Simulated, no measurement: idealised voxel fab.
process module | voxel gate over fins
cross-section cut | 290 nm wide | cells 5 nm
A cross-section is a grid of square cells, given in bands from the top down. A band is one or more rows of cells.
Each band's line starts with the height of the band's top and of its bottom, in nm. Then come its materials from left to right, each with its width in nm. One material with "throughout" fills the band from edge to edge. "air" is empty space.
Height 0 is the level under which the wafer as received is all one material. The lowest band goes on downwards, as in "0 down".
A width such as "30 to 40" changes by the same amount from each row of cells to the next, from the band's top row to its bottom row.
"no change" after a step means that no cell of the cross-section changed.
closed voids: empty space of 8 cells or more with no open way to the top, each as width x height at its distance from the left edge, in nm
after a step's settings: what the simulator itself notes on the step
overlay nm, on a step with a mask: how far to the right of its planned place the mask lay; to the left if negative
plan
1 op RECEIVE | material Si
2 op CONFORMAL_DEP | material SiN | thk nm 5
3 op MASKED_ETCH | tone cover | mask id FINS | width nm 15 | pitch nm 35 | etch materials SiN | depth nm 5 | overlay nm 0
4 op MASKED_ETCH | tone cover | mask id FINS | width nm 15 | pitch nm 35 | etch materials Si | depth nm 35 | overlay nm 0
5 op FILL_DEP | material SiO2 | thk nm 5
6 op CMP | height nm 5
7 op SELECTIVE_ETCH | etch materials SiO2 | depth nm 15
8 op STRIP | etch materials SiN
9 op CONFORMAL_DEP | material HfO2 | thk nm 5
10 op CONFORMAL_DEP | material TiN | thk nm 5
11 op FILL_DEP | material W | thk nm 15
12 op CMP | height nm 20
13 op CONFORMAL_DEP | material SiCN | thk nm 5
as received, after step 1
  0 down: Si throughout
  closed voids: none
first wafer at the end, as planned
  25 to 20: SiCN throughout
  20 to 10: W throughout
  10 to 5: W 110 | TiN 70 | W 110
  5 to 0: W 110 | TiN 5 | HfO2 25 | TiN 10 | HfO2 25 | TiN 5 | W 110
  0 to -5: TiN 115 | HfO2 5 | Si 15 | HfO2 5 | TiN 10 | HfO2 5 | Si 15 | HfO2 5 | TiN 115
  -5 to -10: HfO2 120 | Si 15 | HfO2 20 | Si 15 | HfO2 120
  -10 to -35: SiO2 120 | Si 15 | SiO2 20 | Si 15 | SiO2 120
  -35 down: Si throughout
  closed voids: none
second wafer at the end: like start, like plan, one mistake
  25 to 20: SiCN throughout
  20 to 10: W throughout
  10 to 5: W 110 | TiN 70 | W 110
  5 to 0: W 110 | TiN 5 | HfO2 25 | TiN 10 | HfO2 25 | TiN 5 | W 110
  0 to -15: W 110 | TiN 5 | HfO2 5 | Si 15 | HfO2 5 | TiN 10 | HfO2 5 | Si 15 | HfO2 5 | TiN 5 | W 110
  -15 to -20: TiN 115 | HfO2 5 | Si 15 | HfO2 5 | TiN 10 | HfO2 5 | Si 15 | HfO2 5 | TiN 115
  -20 to -25: HfO2 120 | Si 15 | HfO2 20 | Si 15 | HfO2 120
  -25 to -35: SiO2 120 | Si 15 | SiO2 20 | Si 15 | SiO2 120
  -35 down: Si throughout
  closed voids: none
what went wrong: step 7 was run twice
at the end the second wafer has, in cells: 12 more of HfO2 | 156 fewer of SiO2 | 12 more of TiN | 132 more of W
